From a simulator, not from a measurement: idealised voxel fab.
The process module presented herein is designated voxel lift off.
FYI the section here is cut, 215 nm wide, cells are 5 nm squares.
Reading order for cross-sections: top band down to bottom band. Underlying form: a grid of square cells. Band size: one or more rows of cells.
What a band's entry tells you: where the top is and where the bottom is, as heights in nm, and after that what lies inside, material by material from left to right, each with its width in nm. Empty space is written as the word "empty", and a single material marked with the word "full width" occupies the band from edge to edge.
Zero point of the height axis is 0; under it, received wafer = one material. Lowest band: continues down indefinitely, "from 0 down".
Read "30..40" as a graded width: first number on top, second number at the bottom, same change between each pair of neighbouring rows.
Key: "same as before" - step with no changed cell in the cross-section.
If an empty space has no open way to the top and is at least 8 cells in size, "Catalogued sealed voids" lists it, written width x height at distance, where distance is measured from the left edge and every value is in nm.
On each step's line, the part that comes after the settings is the simulator's own comment on the step.
On any step carrying a mask, the "overlay nm" setting, if present on the step's line, tells how far right of its planned place the mask lay; negative values point to the left.

[These are the steps we planned for the process]
1. RECEIVE: material Si
2. CONFORMAL_DEP: material Al2O3, thk nm 5
3. PATTERN: tone open, mask id LINES, material resist, width nm 15, pitch nm 45, thk nm 20, overlay nm 0
4. DIRECTIONAL_DEP: material Ru, thk nm 10
5. STRIP: etch materials resist
6. CONFORMAL_DEP: material SiCN, thk nm 10

[This is the cross-section of the wafer as we received it, i.e. after step 1]
- from 0 down = Si full width
- Catalogued sealed voids: none

[first wafer at the end, as planned]
- from 25 to 15 = empty (45) / SiCN (35) / empty (10) / SiCN (35) / empty (10) / SiCN (35) / empty (45)
- from 15 to 5 = SiCN (55) / Ru (15) / SiCN (30) / Ru (15) / SiCN (30) / Ru (15) / SiCN (55)
- from 5 to 0 = Al2O3 full width
- from 0 down = Si full width
- Catalogued sealed voids: none

[Wafer two, sectioned after the module: the first wafer's start, the first wafer's plan, and one mistake in how it was run]
- from 30 to 20 = empty (40) / SiCN (135) / empty (40)
- from 20 to 15 = SiCN full width
- from 15 to 5 = SiCN (55) / Ru (15) / SiCN (30) / Ru (15) / SiCN (30) / Ru (15) / SiCN (55)
- from 5 to 0 = Al2O3 full width
- from 0 down = Si full width
- Catalogued sealed voids: none
Finding, execution versus plan: step 6 went in with a setting other than planned; the actual run was CONFORMAL_DEP: material SiCN, thk nm 15
The second wafer ends with more or fewer cells of some materials than the first, per final count: 55 more of SiCN
